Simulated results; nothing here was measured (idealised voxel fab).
A process module follows: voxel tone inversion.
Square cell edge 5 nm, section width 255 nm, ID cut.
Cross-section format: a grid of square cells, given as bands from top to bottom; each band is one or more rows of cells. Quick guide to a band line: top height, bottom height (nm) up front; then every material left to right with its width in nm. Only one material and it's marked "full width"? Then it fills the band edge to edge. And "air" just means empty space. Height is counted from the level 0, under which the received wafer is composed throughout of one material. The lowest of the bands is not closed at the bottom but continues downward, in the notation "0 down". Width spec "30->40" -> top row of cells at first value, bottom row at second value, equal per-row change in between. Step note "changes: none" = no cross-section cell changed. Look at "Closed void table" for the closed voids: empty spaces with no open path to the top, sized 8 cells or up. Each is width x height at distance, distance from the left edge, all nm. On a step's line, text after the settings is the simulator commenting on that step. What "overlay nm" on a step's line means: if the step has a mask, that mask lay this far to the right of its planned place, or, when the value is negative, to the left.

[Process steps - plan]
- 1: RECEIVE [material Si]
- 2: CONFORMAL_DEP [material SiN] [thk nm 5]
- 3: DIRECTIONAL_DEP [material polySi] [thk nm 15]
- 4: PATTERN [tone cover] [mask id POSTS] [material resist] [width nm 15] [pitch nm 40] [thk nm 25] [overlay nm 0]
- 5: DIRECTIONAL_ETCH [etch materials polySi] [depth nm 15]
- 6: STRIP [etch materials resist]
- 7: FILL_DEP [material lowk] [thk nm 5]
- 8: CMP [height nm 20]
- 9: STRIP [etch materials polySi]
- 10: CONFORMAL_DEP [material TiN] [thk nm 5]
- 11: FILL_DEP [material Cu] [thk nm 10]
- 12: CMP [height nm 20]
- 13: CONFORMAL_DEP [material SiN] [thk nm 5]
The wafers are alike at the start. At step 4, their width nm differs. The plan lists the first wafer's value.

[As-received state after step 1, first of several wafers, cross-section]
> 0 down  Si full width
> Closed void table: none

[Once step 13, the last step, is complete, the module is at its end; this is the cross-section of the first of several wafers]
> 25 to 20  SiN full width
> 20 to 10  100 nm lowk, 5 nm TiN, 5 nm Cu, 5 nm TiN, 25 nm lowk, 5 nm TiN, 5 nm Cu, 5 nm TiN, 100 nm lowk
> 10 to 5  100 nm lowk, 15 nm TiN, 25 nm lowk, 15 nm TiN, 100 nm lowk
> 5 to 0  SiN full width
> 0 down  Si full width
> Closed void table: none

[Final wafer cross-section at module end]
> 25 to 20  SiN full width
> 20 to 10  95 nm lowk, 5 nm TiN, 15 nm Cu, 5 nm TiN, 15 nm lowk, 5 nm TiN, 15 nm Cu, 5 nm TiN, 95 nm lowk
> 10 to 5  95 nm lowk, 25 nm TiN, 15 nm lowk, 25 nm TiN, 95 nm lowk
> 5 to 0  SiN full width
> 0 down  Si full width
> Closed void table: none

[Below: a row per wafer. Contents at end of module: for every material, cells gained since receipt (+) or lost since receipt (-); then closed voids]
width nm 15; +4 Cu; +102 SiN; +14 TiN; +135 lowk; Closed void table: none
width nm 20; +8 Cu; +102 SiN; +16 TiN; +129 lowk; Closed void table: none
width nm 25; +12 Cu; +102 SiN; +18 TiN; +123 lowk; Closed void table: none
